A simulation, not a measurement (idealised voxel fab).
process module | voxel gate over fins
cross-section cut | 265 nm wide | cells 5 nm
A cross-section is a grid of square cells, given in bands from the top down. A band is one or more rows of cells.
Each band's line starts with the height of the band's top and of its bottom, in nm. Then come its materials from left to right, each with its width in nm. One material with "throughout" fills the band from edge to edge. "air" is empty space.
Height 0 is the level under which the wafer as received is all one material. The lowest band goes on downwards, as in "0 down".
A width such as "30 to 40" changes by the same amount from each row of cells to the next, from the band's top row to its bottom row.
"no change" after a step means that no cell of the cross-section changed.
closed voids: empty space of 8 cells or more with no open way to the top, each as width x height at its distance from the left edge, in nm
after a step's settings: what the simulator itself notes on the step
overlay nm, on a step with a mask: how far to the right of its planned place the mask lay; to the left if negative
plan
1 op RECEIVE | material Si
2 op CONFORMAL_DEP | material SiN | thk nm 10
3 op DIRECTIONAL_DEP | material aC | thk nm 10
4 op PATTERN | tone cover | mask id FINS | material resist | width nm 15 | pitch nm 50 | thk nm 30 | overlay nm 0
5 op DIRECTIONAL_ETCH | etch materials aC | depth nm 10
6 op STRIP | etch materials resist
7 op DIRECTIONAL_ETCH | etch materials SiN | depth nm 10
8 op DIRECTIONAL_ETCH | etch materials Si | depth nm 30
9 op STRIP | etch materials aC
10 op FILL_DEP | material SiO2 | thk nm 10
11 op CMP | height nm 10
12 op PATTERN | tone open | mask id RAIL | material resist | width nm 15 | thk nm 20 | overlay nm 0
13 op DIRECTIONAL_ETCH | etch materials SiO2 | depth nm 35
14 op STRIP | etch materials resist
15 op CONFORMAL_DEP | material TiN | thk nm 5
16 op FILL_DEP | material W | thk nm 10
17 op CMP | height nm 10
18 op SELECTIVE_ETCH | etch materials W Ru TiN | depth nm 25
19 op FILL_DEP | material SiO2 | thk nm 5
20 op CMP | height nm 10
21 op SELECTIVE_ETCH | etch materials SiO2 | depth nm 20
22 op STRIP | etch materials SiN
23 op CONFORMAL_DEP | material HfO2 | thk nm 5
24 op CONFORMAL_DEP | material TiN | thk nm 5
25 op FILL_DEP | material W | thk nm 15
26 op CMP | height nm 20
27 op CONFORMAL_DEP | material SiCN | thk nm 5
first wafer, as planned
as received, after step 1
  0 down: Si throughout
  closed voids: none
after step 2
  10 to 0: SiN throughout
  below 0: unchanged
after step 3
  20 to 10: aC throughout
  below 10: unchanged
after step 4
  50 to 20: air 100 | resist 15 | air 35 | resist 15 | air 100
  below 20: unchanged
after step 5
  40 to 20: air 100 | resist 15 | air 35 | resist 15 | air 100
  20 to 10: air 100 | aC 15 | air 35 | aC 15 | air 100
  below 10: unchanged
after step 6
  20 to 10: air 100 | aC 15 | air 35 | aC 15 | air 100
  below 10: unchanged
after step 7
  20 to 10: air 100 | aC 15 | air 35 | aC 15 | air 100
  10 to 0: air 100 | SiN 15 | air 35 | SiN 15 | air 100
  below 0: unchanged
after step 8
  20 to 10: air 100 | aC 15 | air 35 | aC 15 | air 100
  10 to 0: air 100 | SiN 15 | air 35 | SiN 15 | air 100
  0 to -30: air 100 | Si 15 | air 35 | Si 15 | air 100
  below -30: unchanged
after step 9
  10 to 0: air 100 | SiN 15 | air 35 | SiN 15 | air 100
  below 0: unchanged
after step 10
  20 to 10: SiO2 throughout
  10 to 0: SiO2 100 | SiN 15 | SiO2 35 | SiN 15 | SiO2 100
  0 to -30: SiO2 100 | Si 15 | SiO2 35 | Si 15 | SiO2 100
  below -30: unchanged
after step 11
  10 to 0: SiO2 100 | SiN 15 | SiO2 35 | SiN 15 | SiO2 100
  below 0: unchanged
after step 12
  30 to 10: resist 125 | air 15 | resist 125
  below 10: unchanged
after step 13
  30 to 10: resist 125 | air 15 | resist 125
  10 to 0: SiO2 100 | SiN 15 | SiO2 10 | air 15 | SiO2 10 | SiN 15 | SiO2 100
  0 to -25: SiO2 100 | Si 15 | SiO2 10 | air 15 | SiO2 10 | Si 15 | SiO2 100
  below -25: unchanged
after step 14
  10 to 0: SiO2 100 | SiN 15 | SiO2 10 | air 15 | SiO2 10 | SiN 15 | SiO2 100
  below 0: unchanged
after step 15
  15 to 10: TiN 130 | air 5 | TiN 130
  10 to 0: SiO2 100 | SiN 15 | SiO2 10 | TiN 5 | air 5 | TiN 5 | SiO2 10 | SiN 15 | SiO2 100
  0 to -20: SiO2 100 | Si 15 | SiO2 10 | TiN 5 | air 5 | TiN 5 | SiO2 10 | Si 15 | SiO2 100
  -20 to -25: SiO2 100 | Si 15 | SiO2 10 | TiN 15 | SiO2 10 | Si 15 | SiO2 100
  below -25: unchanged
after step 16
  25 to 15: W throughout
  15 to 10: TiN 130 | W 5 | TiN 130
  10 to 0: SiO2 100 | SiN 15 | SiO2 10 | TiN 5 | W 5 | TiN 5 | SiO2 10 | SiN 15 | SiO2 100
  0 to -20: SiO2 100 | Si 15 | SiO2 10 | TiN 5 | W 5 | TiN 5 | SiO2 10 | Si 15 | SiO2 100
  below -20: unchanged
after step 17
  10 to 0: SiO2 100 | SiN 15 | SiO2 10 | TiN 5 | W 5 | TiN 5 | SiO2 10 | SiN 15 | SiO2 100
  below 0: unchanged
after step 18
  10 to 0: SiO2 100 | SiN 15 | SiO2 10 | air 15 | SiO2 10 | SiN 15 | SiO2 100
  0 to -15: SiO2 100 | Si 15 | SiO2 10 | air 15 | SiO2 10 | Si 15 | SiO2 100
  below -15: unchanged
after step 19
  15 to 10: SiO2 throughout
  10 to 0: SiO2 100 | SiN 15 | SiO2 35 | SiN 15 | SiO2 100
  0 to -15: SiO2 100 | Si 15 | SiO2 35 | Si 15 | SiO2 100
  below -15: unchanged
after step 20
  10 to 0: SiO2 100 | SiN 15 | SiO2 35 | SiN 15 | SiO2 100
  below 0: unchanged
after step 21
  10 to 0: air 100 | SiN 15 | air 35 | SiN 15 | air 100
  0 to -10: air 100 | Si 15 | air 35 | Si 15 | air 100
  below -10: unchanged
after step 22
  0 to -10: air 100 | Si 15 | air 35 | Si 15 | air 100
  below -10: unchanged
after step 23
  5 to 0: air 95 | HfO2 25 | air 25 | HfO2 25 | air 95
  0 to -5: air 95 | HfO2 5 | Si 15 | HfO2 5 | air 25 | HfO2 5 | Si 15 | HfO2 5 | air 95
  -5 to -10: HfO2 100 | Si 15 | HfO2 35 | Si 15 | HfO2 100
  below -10: unchanged
after step 24
  10 to 5: air 90 | TiN 35 | air 15 | TiN 35 | air 90
  5 to 0: air 90 | TiN 5 | HfO2 25 | TiN 5 | air 15 | TiN 5 | HfO2 25 | TiN 5 | air 90
  0 to -5: TiN 95 | HfO2 5 | Si 15 | HfO2 5 | TiN 25 | HfO2 5 | Si 15 | HfO2 5 | TiN 95
  below -5: unchanged
after step 25
  25 to 10: W throughout
  10 to 5: W 90 | TiN 35 | W 15 | TiN 35 | W 90
  5 to 0: W 90 | TiN 5 | HfO2 25 | TiN 5 | W 15 | TiN 5 | HfO2 25 | TiN 5 | W 90
  below 0: unchanged
after step 26
  20 to 10: W throughout
  below 10: unchanged
after step 27
  25 to 20: SiCN throughout
  below 20: unchanged
second wafer: like start, like plan, one mistake. Through step 3 it matches the first wafer
when step 4 should have ended
  50 to 20: air 105 | resist 15 | air 35 | resist 15 | air 95
  below 20: unchanged
when step 5 should have ended
  40 to 20: air 105 | resist 15 | air 35 | resist 15 | air 95
  20 to 10: air 105 | aC 15 | air 35 | aC 15 | air 95
  below 10: unchanged
when step 6 should have ended
  20 to 10: air 105 | aC 15 | air 35 | aC 15 | air 95
  below 10: unchanged
when step 7 should have ended
  20 to 10: air 105 | aC 15 | air 35 | aC 15 | air 95
  10 to 0: air 105 | SiN 15 | air 35 | SiN 15 | air 95
  below 0: unchanged
when step 8 should have ended
  20 to 10: air 105 | aC 15 | air 35 | aC 15 | air 95
  10 to 0: air 105 | SiN 15 | air 35 | SiN 15 | air 95
  0 to -30: air 105 | Si 15 | air 35 | Si 15 | air 95
  below -30: unchanged
when step 9 should have ended
  10 to 0: air 105 | SiN 15 | air 35 | SiN 15 | air 95
  below 0: unchanged
when step 10 should have ended
  20 to 10: SiO2 throughout
  10 to 0: SiO2 105 | SiN 15 | SiO2 35 | SiN 15 | SiO2 95
  0 to -30: SiO2 105 | Si 15 | SiO2 35 | Si 15 | SiO2 95
  below -30: unchanged
when step 11 should have ended
  10 to 0: SiO2 105 | SiN 15 | SiO2 35 | SiN 15 | SiO2 95
  below 0: unchanged
when step 12 should have ended
  30 to 10: resist 125 | air 15 | resist 125
  below 10: unchanged
when step 13 should have ended
  30 to 10: resist 125 | air 15 | resist 125
  10 to 0: SiO2 105 | SiN 15 | SiO2 5 | air 15 | SiO2 15 | SiN 15 | SiO2 95
  0 to -25: SiO2 105 | Si 15 | SiO2 5 | air 15 | SiO2 15 | Si 15 | SiO2 95
  below -25: unchanged
when step 14 should have ended
  10 to 0: SiO2 105 | SiN 15 | SiO2 5 | air 15 | SiO2 15 | SiN 15 | SiO2 95
  below 0: unchanged
when step 15 should have ended
  15 to 10: TiN 130 | air 5 | TiN 130
  10 to 0: SiO2 105 | SiN 15 | SiO2 5 | TiN 5 | air 5 | TiN 5 | SiO2 15 | SiN 15 | SiO2 95
  0 to -20: SiO2 105 | Si 15 | SiO2 5 | TiN 5 | air 5 | TiN 5 | SiO2 15 | Si 15 | SiO2 95
  -20 to -25: SiO2 105 | Si 15 | SiO2 5 | TiN 15 | SiO2 15 | Si 15 | SiO2 95
  below -25: unchanged
when step 16 should have ended
  25 to 15: W throughout
  15 to 10: TiN 130 | W 5 | TiN 130
  10 to 0: SiO2 105 | SiN 15 | SiO2 5 | TiN 5 | W 5 | TiN 5 | SiO2 15 | SiN 15 | SiO2 95
  0 to -20: SiO2 105 | Si 15 | SiO2 5 | TiN 5 | W 5 | TiN 5 | SiO2 15 | Si 15 | SiO2 95
  below -20: unchanged
when step 17 should have ended
  10 to 0: SiO2 105 | SiN 15 | SiO2 5 | TiN 5 | W 5 | TiN 5 | SiO2 15 | SiN 15 | SiO2 95
  below 0: unchanged
when step 18 should have ended
  10 to 0: SiO2 105 | SiN 15 | SiO2 5 | air 15 | SiO2 15 | SiN 15 | SiO2 95
  0 to -15: SiO2 105 | Si 15 | SiO2 5 | air 15 | SiO2 15 | Si 15 | SiO2 95
  below -15: unchanged
when step 19 should have ended
  15 to 10: SiO2 throughout
  10 to 0: SiO2 105 | SiN 15 | SiO2 35 | SiN 15 | SiO2 95
  0 to -15: SiO2 105 | Si 15 | SiO2 35 | Si 15 | SiO2 95
  below -15: unchanged
when step 20 should have ended
  10 to 0: SiO2 105 | SiN 15 | SiO2 35 | SiN 15 | SiO2 95
  below 0: unchanged
when step 21 should have ended
  10 to 0: air 105 | SiN 15 | air 35 | SiN 15 | air 95
  0 to -10: air 105 | Si 15 | air 35 | Si 15 | air 95
  below -10: unchanged
when step 22 should have ended
  0 to -10: air 105 | Si 15 | air 35 | Si 15 | air 95
  below -10: unchanged
when step 23 should have ended
  5 to 0: air 100 | HfO2 25 | air 25 | HfO2 25 | air 90
  0 to -5: air 100 | HfO2 5 | Si 15 | HfO2 5 | air 25 | HfO2 5 | Si 15 | HfO2 5 | air 90
  -5 to -10: HfO2 105 | Si 15 | HfO2 35 | Si 15 | HfO2 95
  below -10: unchanged
when step 24 should have ended
  10 to 5: air 95 | TiN 35 | air 15 | TiN 35 | air 85
  5 to 0: air 95 | TiN 5 | HfO2 25 | TiN 5 | air 15 | TiN 5 | HfO2 25 | TiN 5 | air 85
  0 to -5: TiN 100 | HfO2 5 | Si 15 | HfO2 5 | TiN 25 | HfO2 5 | Si 15 | HfO2 5 | TiN 90
  below -5: unchanged
when step 25 should have ended
  25 to 10: W throughout
  10 to 5: W 95 | TiN 35 | W 15 | TiN 35 | W 85
  5 to 0: W 95 | TiN 5 | HfO2 25 | TiN 5 | W 15 | TiN 5 | HfO2 25 | TiN 5 | W 85
  below 0: unchanged
when step 26 should have ended
  20 to 10: W throughout
  below 10: unchanged
when step 27 should have ended
  25 to 20: SiCN throughout
  below 20: unchanged
what went wrong: step 4 ran as: op PATTERN | tone cover | mask id FINS | material resist | width nm 15 | pitch nm 50 | thk nm 30 | overlay nm 5
at the end the second wafer has, in cells: as many of each material as the first, in other places
